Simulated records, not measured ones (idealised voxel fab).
process module | voxel self aligned vias
cross-section cut | 225 nm wide | cells 5 nm
A cross-section is a grid of square cells, given in bands from the top down. A band is one or more rows of cells.
Each band's line starts with the height of the band's top and of its bottom, in nm. Then come its materials from left to right, each with its width in nm. One material with "throughout" fills the band from edge to edge. "air" is empty space.
Height 0 is the level under which the wafer as received is all one material. The lowest band goes on downwards, as in "0 down".
A width such as "30 to 40" changes by the same amount from each row of cells to the next, from the band's top row to its bottom row.
"no change" after a step means that no cell of the cross-section changed.
closed voids: empty space of 8 cells or more with no open way to the top, each as width x height at its distance from the left edge, in nm
after a step's settings: what the simulator itself notes on the step
overlay nm, on a step with a mask: how far to the right of its planned place the mask lay; to the left if negative
plan
1 op RECEIVE | material Si
2 op CONFORMAL_DEP | material SiO2 | thk nm 10
3 op CONFORMAL_DEP | material SiCN | thk nm 5
4 op DIRECTIONAL_DEP | material lowk | thk nm 20
5 op MASKED_ETCH | tone open | mask id LINES | width nm 30 | pitch nm 55 | etch materials lowk | depth nm 20 | overlay nm 0
6 op CONFORMAL_DEP | material TiN | thk nm 5
7 op FILL_DEP | material Ru | thk nm 10
8 op CMP | height nm 35
9 op SELECTIVE_ETCH | etch materials W Ru TiN | depth nm 5
10 op FILL_DEP | material SiN | thk nm 5
11 op CMP | height nm 35
12 op DIRECTIONAL_DEP | material lowk | thk nm 15
13 op DIRECTIONAL_DEP | material aC | thk nm 10
14 op PATTERN | tone open | mask id VIAS | material resist | width nm 40 | pitch nm 55 | thk nm 30 | overlay nm 0
15 op DIRECTIONAL_ETCH | etch materials aC | depth nm 10
16 op STRIP | etch materials resist
17 op DIRECTIONAL_ETCH | etch materials lowk | depth nm 15
18 op DIRECTIONAL_ETCH | etch materials SiN | depth nm 5
19 op STRIP | etch materials aC
20 op CONFORMAL_DEP | material TiN | thk nm 5
21 op FILL_DEP | material Ru | thk nm 10
22 op CMP | height nm 50
23 op CONFORMAL_DEP | material SiN | thk nm 5
as received, after step 1
  0 down: Si throughout
  closed voids: none
a wafer at the end: this start, this plan, one mistake
  55 to 50: SiN throughout
  50 to 35: lowk 35 | TiN 5 | Ru 30 | TiN 5 | lowk 15 | TiN 5 | Ru 30 | TiN 5 | lowk 15 | TiN 5 | Ru 30 | TiN 5 | lowk 40
  35 to 30: lowk 35 | TiN 40 | lowk 15 | TiN 40 | lowk 15 | TiN 40 | lowk 40
  30 to 20: lowk 35 to 40 | TiN 10 to 5 | Ru 20 | TiN 10 to 5 | lowk 15 to 25 | TiN 10 to 5 | Ru 20 | TiN 10 to 5 | lowk 15 to 25 | TiN 10 to 5 | Ru 20 | TiN 10 to 5 | lowk 40 to 45
  20 to 15: lowk 40 | TiN 30 | lowk 25 | TiN 30 | lowk 25 | TiN 30 | lowk 45
  15 to 10: SiCN throughout
  10 to 0: SiO2 throughout
  0 down: Si throughout
  closed voids: none
what went wrong: step 17 ran as: op DIRECTIONAL_ETCH | etch materials lowk | depth nm 25
